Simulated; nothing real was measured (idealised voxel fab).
process module | voxel spacer lines
cross-section cut | 145 nm wide | cells 5 nm
A cross-section is a grid of square cells, given in bands from the top down. A band is one or more rows of cells.
Each band's line starts with the height of the band's top and of its bottom, in nm. Then come its materials from left to right, each with its width in nm. One material with "throughout" fills the band from edge to edge. "air" is empty space.
Height 0 is the level under which the wafer as received is all one material. The lowest band goes on downwards, as in "0 down".
A width such as "30 to 40" changes by the same amount from each row of cells to the next, from the band's top row to its bottom row.
"no change" after a step means that no cell of the cross-section changed.
closed voids: empty space of 8 cells or more with no open way to the top, each as width x height at its distance from the left edge, in nm
after a step's settings: what the simulator itself notes on the step
overlay nm, on a step with a mask: how far to the right of its planned place the mask lay; to the left if negative
plan
1 op RECEIVE | material Si
2 op CONFORMAL_DEP | material Al2O3 | thk nm 5
3 op DIRECTIONAL_DEP | material W | thk nm 15
4 op DIRECTIONAL_DEP | material polySi | thk nm 20
5 op PATTERN | tone cover | mask id MANDREL | material resist | width nm 15 | pitch nm 50 | thk nm 30 | overlay nm 0
6 op DIRECTIONAL_ETCH | etch materials polySi | depth nm 20
7 op STRIP | etch materials resist
8 op CONFORMAL_DEP | material SiN | thk nm 10
9 op DIRECTIONAL_ETCH | etch materials SiN | depth nm 10
10 op STRIP | etch materials polySi
11 op DIRECTIONAL_ETCH | etch materials W | depth nm 15
12 op STRIP | etch materials SiN
13 op FILL_DEP | material SiO2 | thk nm 5
14 op CMP | height nm 20
as received, after step 1
  0 down: Si throughout
  closed voids: none
a wafer at the end: this start, this plan, one mistake
  20 to 5: SiO2 40 | W 10 | SiO2 15 | W 10 | SiO2 15 | W 10 | SiO2 15 | W 10 | SiO2 20
  5 to 0: Al2O3 throughout
  0 down: Si throughout
  closed voids: none
what went wrong: step 5 ran as: op PATTERN | tone cover | mask id MANDREL | material resist | width nm 15 | pitch nm 50 | thk nm 30 | overlay nm 10
